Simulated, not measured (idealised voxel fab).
process module | voxel self aligned vias
cross-section cut | 205 nm wide | cells 5 nm
A cross-section is a grid of square cells, given in bands from the top down. A band is one or more rows of cells.
Each band's line starts with the height of the band's top and of its bottom, in nm. Then come its materials from left to right, each with its width in nm. One material with "throughout" fills the band from edge to edge. "air" is empty space.
Height 0 is the level under which the wafer as received is all one material. The lowest band goes on downwards, as in "0 down".
A width such as "30 to 40" changes by the same amount from each row of cells to the next, from the band's top row to its bottom row.
"no change" after a step means that no cell of the cross-section changed.
closed voids: empty space of 8 cells or more with no open way to the top, each as width x height at its distance from the left edge, in nm
after a step's settings: what the simulator itself notes on the step
overlay nm, on a step with a mask: how far to the right of its planned place the mask lay; to the left if negative
plan
1 op RECEIVE | material Si
2 op CONFORMAL_DEP | material SiO2 | thk nm 10
3 op CONFORMAL_DEP | material SiCN | thk nm 5
4 op DIRECTIONAL_DEP | material lowk | thk nm 30
5 op MASKED_ETCH | tone open | mask id LINES | width nm 20 | pitch nm 65 | etch materials lowk | depth nm 30 | overlay nm 0
6 op CONFORMAL_DEP | material TiN | thk nm 5
7 op FILL_DEP | material W | thk nm 5
8 op CMP | height nm 45
9 op SELECTIVE_ETCH | etch materials W Ru TiN | depth nm 5
10 op FILL_DEP | material SiN | thk nm 5
11 op CMP | height nm 45
12 op DIRECTIONAL_DEP | material lowk | thk nm 15
13 op PATTERN | tone open | mask id VIAS | material resist | width nm 40 | pitch nm 65 | thk nm 20 | overlay nm 0
14 op DIRECTIONAL_ETCH | etch materials lowk | depth nm 15
15 op DIRECTIONAL_ETCH | etch materials SiN | depth nm 5
16 op STRIP | etch materials resist
17 op CONFORMAL_DEP | material TiN | thk nm 5
18 op FILL_DEP | material Cu | thk nm 10
19 op CMP | height nm 60
20 op CONFORMAL_DEP | material SiCN | thk nm 5
first wafer, as planned
as received, after step 1
  0 down: Si throughout
  closed voids: none
after step 2
  10 to 0: SiO2 throughout
  below 0: unchanged
after step 3
  15 to 10: SiCN throughout
  below 10: unchanged
after step 4
  45 to 15: lowk throughout
  below 15: unchanged
after step 5
  45 to 15: lowk 25 | air 20 | lowk 45 | air 20 | lowk 45 | air 20 | lowk 30
  below 15: unchanged
after step 6
  50 to 45: TiN 30 | air 10 | TiN 55 | air 10 | TiN 55 | air 10 | TiN 35
  45 to 20: lowk 25 | TiN 5 | air 10 | TiN 5 | lowk 45 | TiN 5 | air 10 | TiN 5 | lowk 45 | TiN 5 | air 10 | TiN 5 | lowk 30
  20 to 15: lowk 25 | TiN 20 | lowk 45 | TiN 20 | lowk 45 | TiN 20 | lowk 30
  below 15: unchanged
after step 7
  55 to 50: W throughout
  50 to 45: TiN 30 | W 10 | TiN 55 | W 10 | TiN 55 | W 10 | TiN 35
  45 to 20: lowk 25 | TiN 5 | W 10 | TiN 5 | lowk 45 | TiN 5 | W 10 | TiN 5 | lowk 45 | TiN 5 | W 10 | TiN 5 | lowk 30
  below 20: unchanged
after step 8
  45 to 20: lowk 25 | TiN 5 | W 10 | TiN 5 | lowk 45 | TiN 5 | W 10 | TiN 5 | lowk 45 | TiN 5 | W 10 | TiN 5 | lowk 30
  below 20: unchanged
after step 9
  45 to 40: lowk 25 | air 20 | lowk 45 | air 20 | lowk 45 | air 20 | lowk 30
  below 40: unchanged
after step 10
  50 to 45: SiN throughout
  45 to 40: lowk 25 | SiN 20 | lowk 45 | SiN 20 | lowk 45 | SiN 20 | lowk 30
  below 40: unchanged
after step 11
  45 to 40: lowk 25 | SiN 20 | lowk 45 | SiN 20 | lowk 45 | SiN 20 | lowk 30
  below 40: unchanged
after step 12
  60 to 45: lowk throughout
  below 45: unchanged
after step 13
  80 to 60: resist 15 | air 40 | resist 25 | air 40 | resist 25 | air 40 | resist 20
  below 60: unchanged
after step 14
  80 to 60: resist 15 | air 40 | resist 25 | air 40 | resist 25 | air 40 | resist 20
  60 to 45: lowk 15 | air 40 | lowk 25 | air 40 | lowk 25 | air 40 | lowk 20
  below 45: unchanged
after step 15
  80 to 60: resist 15 | air 40 | resist 25 | air 40 | resist 25 | air 40 | resist 20
  60 to 45: lowk 15 | air 40 | lowk 25 | air 40 | lowk 25 | air 40 | lowk 20
  45 to 40: lowk 25 | air 20 | lowk 45 | air 20 | lowk 45 | air 20 | lowk 30
  below 40: unchanged
after step 16
  60 to 45: lowk 15 | air 40 | lowk 25 | air 40 | lowk 25 | air 40 | lowk 20
  below 45: unchanged
after step 17
  65 to 60: TiN 20 | air 30 | TiN 35 | air 30 | TiN 35 | air 30 | TiN 25
  60 to 50: lowk 15 | TiN 5 | air 30 | TiN 5 | lowk 25 | TiN 5 | air 30 | TiN 5 | lowk 25 | TiN 5 | air 30 | TiN 5 | lowk 20
  50 to 45: lowk 15 | TiN 15 | air 10 | TiN 15 | lowk 25 | TiN 15 | air 10 | TiN 15 | lowk 25 | TiN 15 | air 10 | TiN 15 | lowk 20
  45 to 40: lowk 25 | TiN 20 | lowk 45 | TiN 20 | lowk 45 | TiN 20 | lowk 30
  below 40: unchanged
after step 18
  75 to 65: Cu throughout
  65 to 60: TiN 20 | Cu 30 | TiN 35 | Cu 30 | TiN 35 | Cu 30 | TiN 25
  60 to 50: lowk 15 | TiN 5 | Cu 30 | TiN 5 | lowk 25 | TiN 5 | Cu 30 | TiN 5 | lowk 25 | TiN 5 | Cu 30 | TiN 5 | lowk 20
  50 to 45: lowk 15 | TiN 15 | Cu 10 | TiN 15 | lowk 25 | TiN 15 | Cu 10 | TiN 15 | lowk 25 | TiN 15 | Cu 10 | TiN 15 | lowk 20
  below 45: unchanged
after step 19
  60 to 50: lowk 15 | TiN 5 | Cu 30 | TiN 5 | lowk 25 | TiN 5 | Cu 30 | TiN 5 | lowk 25 | TiN 5 | Cu 30 | TiN 5 | lowk 20
  below 50: unchanged
after step 20
  65 to 60: SiCN throughout
  below 60: unchanged
second wafer: like start, like plan, one mistake. Through step 11 it matches the first wafer
when step 12 should have ended
  50 to 45: lowk throughout
  below 45: unchanged
when step 13 should have ended
  70 to 50: resist 15 | air 40 | resist 25 | air 40 | resist 25 | air 40 | resist 20
  below 50: unchanged
when step 14 should have ended
  70 to 50: resist 15 | air 40 | resist 25 | air 40 | resist 25 | air 40 | resist 20
  50 to 45: lowk 15 | air 40 | lowk 25 | air 40 | lowk 25 | air 40 | lowk 20
  45 to 40: lowk 15 | air 10 | SiN 20 | air 10 | lowk 25 | air 10 | SiN 20 | air 10 | lowk 25 | air 10 | SiN 20 | air 10 | lowk 20
  40 to 35: lowk 15 | air 10 | TiN 5 | W 10 | TiN 5 | air 10 | lowk 25 | air 10 | TiN 5 | W 10 | TiN 5 | air 10 | lowk 25 | air 10 | TiN 5 | W 10 | TiN 5 | air 10 | lowk 20
  below 35: unchanged
when step 15 should have ended
  70 to 50: resist 15 | air 40 | resist 25 | air 40 | resist 25 | air 40 | resist 20
  50 to 40: lowk 15 | air 40 | lowk 25 | air 40 | lowk 25 | air 40 | lowk 20
  below 40: unchanged
when step 16 should have ended
  50 to 40: lowk 15 | air 40 | lowk 25 | air 40 | lowk 25 | air 40 | lowk 20
  below 40: unchanged
when step 17 should have ended
  55 to 50: TiN 20 | air 30 | TiN 35 | air 30 | TiN 35 | air 30 | TiN 25
  50 to 45: lowk 15 | TiN 5 | air 30 | TiN 5 | lowk 25 | TiN 5 | air 30 | TiN 5 | lowk 25 | TiN 5 | air 30 | TiN 5 | lowk 20
  45 to 40: lowk 15 | TiN 40 | lowk 25 | TiN 40 | lowk 25 | TiN 40 | lowk 20
  40 to 35: lowk 15 | TiN 15 | W 10 | TiN 15 | lowk 25 | TiN 15 | W 10 | TiN 15 | lowk 25 | TiN 15 | W 10 | TiN 15 | lowk 20
  below 35: unchanged
when step 18 should have ended
  65 to 55: Cu throughout
  55 to 50: TiN 20 | Cu 30 | TiN 35 | Cu 30 | TiN 35 | Cu 30 | TiN 25
  50 to 45: lowk 15 | TiN 5 | Cu 30 | TiN 5 | lowk 25 | TiN 5 | Cu 30 | TiN 5 | lowk 25 | TiN 5 | Cu 30 | TiN 5 | lowk 20
  below 45: unchanged
when step 19 should have ended
  60 to 55: Cu throughout
  below 55: unchanged
when step 20 should have ended
  65 to 60: SiCN throughout
  below 60: unchanged
what went wrong: step 12 ran as: op DIRECTIONAL_DEP | material lowk | thk nm 5
at the end the second wafer has, in cells: 35 more of Cu | 23 more of TiN | 58 fewer of lowk
